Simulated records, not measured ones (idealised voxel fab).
The process module presented herein is designated voxel ribs on slabs.
Cross-sectional view cut (width: 160 nm; square cell size: 5 nm).
Cross-sections here: square-cell grids, written as top-down lists of bands, a band being one or more rows of cells.
Within each band entry, the heights of the top and of the bottom of the band appear first, in that order and in nm; the materials of the band then follow from left to right, each with its corresponding width in nm. The designation "full width" on a single material indicates that it fills the band from edge to edge; the designation "blank" indicates empty space.
Height 0 is the level under which the wafer as received is all one material. The lowest band goes on downwards, as in "0 nm and below".
Read "30 to 40" as a graded width: first number on top, second number at the bottom, same change between each pair of neighbouring rows.
Basically "same as before" means that step didn't change any cell in the cross-section.
In the "Closed void table" entry, you get each enclosed empty space of 8 cells or more, one with no open way to the top, written width x height at distance, distance from the left edge, in nm.
If you see something after the settings on a step's line, that's the simulator's own remark about that step.
overlay nm: mask offset rightward from planned place, masked step; negative means leftward offset.
## Steps planned for the process
1: op RECEIVE | material Si
2: op DIRECTIONAL_DEP | material SiO2 | thk nm 25
3: op DIRECTIONAL_DEP | material polySi | thk nm 20
4: op MASKED_ETCH | tone cover | mask id RIB | width nm 20 | etch materials polySi | depth nm 5 | overlay nm 0
5: op DIRECTIONAL_DEP | material aC | thk nm 10
6: op PATTERN | tone cover | mask id SLAB | material resist | width nm 50 | thk nm 25 | overlay nm 0
7: op DIRECTIONAL_ETCH | etch materials aC | depth nm 10
8: op STRIP | etch materials resist
9: op DIRECTIONAL_ETCH | etch materials polySi | depth nm 15
10: op STRIP | etch materials aC
11: op FILL_DEP | material SiO2 | thk nm 25
12: op CMP | height nm 60
13: op DIRECTIONAL_DEP | material TiN | thk nm 5
14: op DIRECTIONAL_DEP | material aC | thk nm 15
15: op PATTERN | tone cover | mask id HEATER | material resist | width nm 30 | thk nm 30 | overlay nm 0
16: op DIRECTIONAL_ETCH | etch materials aC | depth nm 15
17: op STRIP | etch materials resist
18: op DIRECTIONAL_ETCH | etch materials TiN | depth nm 5
19: op STRIP | etch materials aC
20: op CONFORMAL_DEP | material SiN | thk nm 10
## Cross-sectional view of the wafer in its as-received condition, corresponding to the state after step 1
0 nm and below  Si full width
Closed void table: none
## Post-module cross-section: identical start and plan to those above, one misstep in execution
75 nm to 70 nm  blank 55 | SiN 50 | blank 55
70 nm to 65 nm  SiN full width
65 nm to 60 nm  SiN 65 | TiN 30 | SiN 65
60 nm to 45 nm  SiO2 full width
45 nm to 40 nm  SiO2 70 | polySi 20 | SiO2 70
40 nm to 25 nm  SiO2 55 | polySi 50 | SiO2 55
25 nm to 0 nm  TiN full width
0 nm and below  Si full width
Closed void table: none
Want to know what went wrong? off-plan run, step 2, actual operation and settings op DIRECTIONAL_DEP | material TiN | thk nm 25
